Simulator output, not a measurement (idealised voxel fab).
The process module presented herein is designated voxel ribs on slabs.
The figure presents cross-section cut, which has a width of 285 nm and is divided into square cells with an edge length of 5 nm.
Each cross-section below is a grid of square cells, stated as bands in top-down order, with one or more rows of cells making up each band. In this notation a band is specified by the heights of its top and bottom, in that order and in nm, after which its materials appear from left to right, each paired with its width in nm. The word "all across" attached to a single material means that material fills the band from edge to edge; the word "empty" stands for empty space. Note: height 0 marks the level under which the wafer is uniformly one material as received. Lowest band unbounded below, written "0 down". Read "30..40" as a graded width: first number on top, second number at the bottom, same change between each pair of neighbouring rows. For the purposes of this document, the phrase "everything unchanged" attached to a step denotes that no cell within the cross-section was modified by that step. The entry titled "Sealed-off cavities" provides the empty spaces that have no open way to the top, restricted to those of 8 cells or more. Each is presented as width x height at distance, the distance being measured from the left edge, with all three in nm. after a step's settings: what the simulator itself notes on the step. overlay nm: mask offset rightward from planned place, masked step; negative means leftward offset.

List of planned process steps:
step 1: RECEIVE, material Si
step 2: DIRECTIONAL_DEP, material SiO2, thk nm 25
step 3: DIRECTIONAL_DEP, material polySi, thk nm 25
step 4: PATTERN, tone cover, mask id RIB, material resist, width nm 30, thk nm 20, overlay nm 0
step 5: DIRECTIONAL_ETCH, etch materials polySi, depth nm 5
step 6: STRIP, etch materials resist
step 7: PATTERN, tone cover, mask id SLAB, material resist, width nm 90, thk nm 15, overlay nm 0
step 8: DIRECTIONAL_ETCH, etch materials polySi, depth nm 20
step 9: STRIP, etch materials resist
step 10: FILL_DEP, material SiO2, thk nm 20
step 11: CMP, height nm 65
step 12: DIRECTIONAL_DEP, material W, thk nm 10
step 13: MASKED_ETCH, tone cover, mask id HEATER, width nm 40, etch materials W, depth nm 10, overlay nm 0
step 14: CONFORMAL_DEP, material SiO2, thk nm 10

Cross-section of the incoming wafer, state after step 1:
0 down  Si all across
Sealed-off cavities: none

Result of the module, cross-sectioned: start per above, plan per above, one error in how it was run:
85 to 75  130 nm SiO2  20 nm empty  135 nm SiO2
75 to 65  120 nm W  40 nm SiO2  125 nm W
65 to 50  SiO2 all across
50 to 45  125 nm SiO2  30 nm polySi  130 nm SiO2
45 to 25  95 nm SiO2  90 nm polySi  100 nm SiO2
25 to 0  SiO2 all across
0 down  Si all across
Sealed-off cavities: none
Deviation noted in wafer processing: step 13 was not run as planned; what actually ran was MASKED_ETCH, tone open, mask id HEATER, width nm 40, etch materials W, depth nm 10, overlay nm 0
